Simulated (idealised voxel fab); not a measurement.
Proc. module: voxel released beams
Section cut is 255 nm wide and gridded with 5 nm square cells.
A cross-section is a grid of square cells, given in bands from the top down. A band is one or more rows of cells. Band: top and bottom heights (nm) first, top before bottom; then materials from left to right, widths in nm. "edge to edge" marks a sole material filling the band edge to edge. "air" denotes empty space. Note: height 0 marks the level under which the wafer is uniformly one material as received. Lowest band unbounded below, written "top 0, no bottom". The notation "30->40" denotes a width that varies across the rows of cells in the band, beginning at the first number in the top row, finishing at the second number in the bottom row, and changing by an identical amount from each row to the next. "stayed the same" -> step changed no cross-section cell. "Cavities, closed" contains a list of empty spaces, each no smaller than 8 cells and without an open way to the top, written in the form width x height at distance with the distance from the left edge and all three in nm. On a step's line, text after the settings is the simulator commenting on that step. overlay nm: mask offset rightward from planned place, masked step; negative means leftward offset.

The planned process steps are enumerated hereunder
1,RECEIVE, material Si
2,CONFORMAL_DEP, material SiN, thk nm 10
3,DIRECTIONAL_DEP, material SiO2, thk nm 10
4,MASKED_ETCH, tone open, mask id ANCHOR, width nm 45, etch materials SiO2, depth nm 10, overlay nm 0
5,CONFORMAL_DEP, material TiN, thk nm 15
6,MASKED_ETCH, tone cover, mask id BEAM, width nm 120, etch materials TiN, depth nm 15, overlay nm 0
7,STRIP, etch materials SiO2

As-received wafer cross-section (after step 1)
	top 0, no bottom | Si edge to edge
	Cavities, closed: none

Module complete - cross-section of the first of two wafers, run according to plan
	top 35, bottom 25 | air: 65, TiN: 20, air: 15, TiN: 85, air: 70
	top 25, bottom 20 | air: 65, TiN: 120, air: 70
	top 20, bottom 10 | air: 70, TiN: 45, air: 140
	top 10, bottom 0 | SiN edge to edge
	top 0, no bottom | Si edge to edge
	Cavities, closed: none

Cross-sectional view of the second of two wafers upon completion of the module. This wafer shared its starting condition and process plan with the first; one error was made during its execution
	top 25, bottom 15 | air: 65, TiN: 20, air: 15, TiN: 85, air: 70
	top 15, bottom 10 | air: 65, TiN: 120, air: 70
	top 10, bottom 0 | air: 70, TiN: 45, air: 140
	top 0, no bottom | Si edge to edge
	Cavities, closed: none
Plan not followed: plan step 2 never ran because it was skipped
Per the end-of-run cell counts, the second wafer holds more or fewer of some materials than the first: SiN -102
